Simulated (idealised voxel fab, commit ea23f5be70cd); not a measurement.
Process module under the name voxel lift off
195 nm wide, 5 nm square cells: that's cross-section cut.
The cross-sections in this document take the form of a grid made of square cells. They are written out as bands, in order from top to bottom. Each band consists of one or more rows of cells. Each band's line starts with the height of the band's top and of its bottom, in nm. Then come its materials from left to right, each with its width in nm. One material with "all across" fills the band from edge to edge. "blank" is empty space. Basically, 0 is our baseline, since under it the wafer straight out of the box is all one material. The bottom band has no lower end and keeps on going down, so it looks like "z 0 and below". A two-number width, for instance "30..40", indicates that the width is equal to the first number in the top row of the band and to the second number in the bottom row, and that it changes by a constant amount per row of cells. The designation "all unchanged", where it is given for a processing step, indicates that no cell of the cross-section was altered in the course of that step. You'll see "Closed void catalog" listing empty spaces that have no way open to the top, as long as they're 8 cells or more; the notation is width x height at distance, where the distance is from the left edge, and all of it is in nm. Where a step's line continues beyond its settings, the continuation is a remark by the simulator itself on that step. Among the settings permitted on a step's line is "overlay nm"; applied to a step with a mask, it specifies the extent to which the mask lay to the right of its planned position, whereas a negative figure signifies a position to the left.
### This section lists the process steps that were planned
1. RECEIVE: material Si
2. CONFORMAL_DEP: material SiO2, thk nm 5
3. PATTERN: tone open, mask id LINES, material resist, width nm 30, pitch nm 55, thk nm 15, overlay nm 0
4. DIRECTIONAL_DEP: material Ru, thk nm 5
5. STRIP: etch materials resist
6. CONFORMAL_DEP: material SiO2, thk nm 10
### Of two wafers, the first: run according to plan
### Cross-section of the wafer as it came to us, i.e., already through step 1
> z 0 and below = Si all across
> Closed void catalog: none
### The wafer in cross-section once step 2 is complete
> z 5 to 0 = SiO2 all across
> No changes below 0.
### The wafer in cross-section once step 3 is complete
> z 20 to 5 = resist (55); blank (30); resist (25); blank (30); resist (55)
> No changes below 5.
### The wafer in cross-section once step 4 is complete
> z 25 to 20 = Ru (55); blank (30); Ru (25); blank (30); Ru (55)
> z 20 to 10 = resist (55); blank (30); resist (25); blank (30); resist (55)
> z 10 to 5 = resist (55); Ru (30); resist (25); Ru (30); resist (55)
> No changes below 5.
### The wafer in cross-section once step 5 is complete
> z 10 to 5 = blank (55); Ru (30); blank (25); Ru (30); blank (55)
> No changes below 5.
### The wafer in cross-section once step 6 is complete
> z 20 to 15 = blank (45); SiO2 (50); blank (5); SiO2 (50); blank (45)
> z 15 to 10 = SiO2 all across
> z 10 to 5 = SiO2 (55); Ru (30); SiO2 (25); Ru (30); SiO2 (55)
> No changes below 5.
### Second wafer: same start and same plan as the first, one execution error; identical to the first through step 4
### Cross-section of the second wafer at the time by which step 5 should have been completed according to the plan
> z 10 to 5 = blank (55); Ru (30); blank (25); Ru (30); blank (55)
> No changes below 5.
### Cross-section of the second wafer at the time by which step 6 should have been completed according to the plan
> z 20 to 15 = blank (45); SiO2 (50); blank (5); SiO2 (50); blank (45)
> z 15 to 10 = SiO2 all across
> z 10 to 5 = SiO2 (55); Ru (30); SiO2 (25); Ru (30); SiO2 (55)
> No changes below 5.
The plan and the run diverged here: twice over, step 5 of the plan was run
Honestly, by the end the two wafers have the same cross-section, so the mistake just doesn't show up in what this model computes.
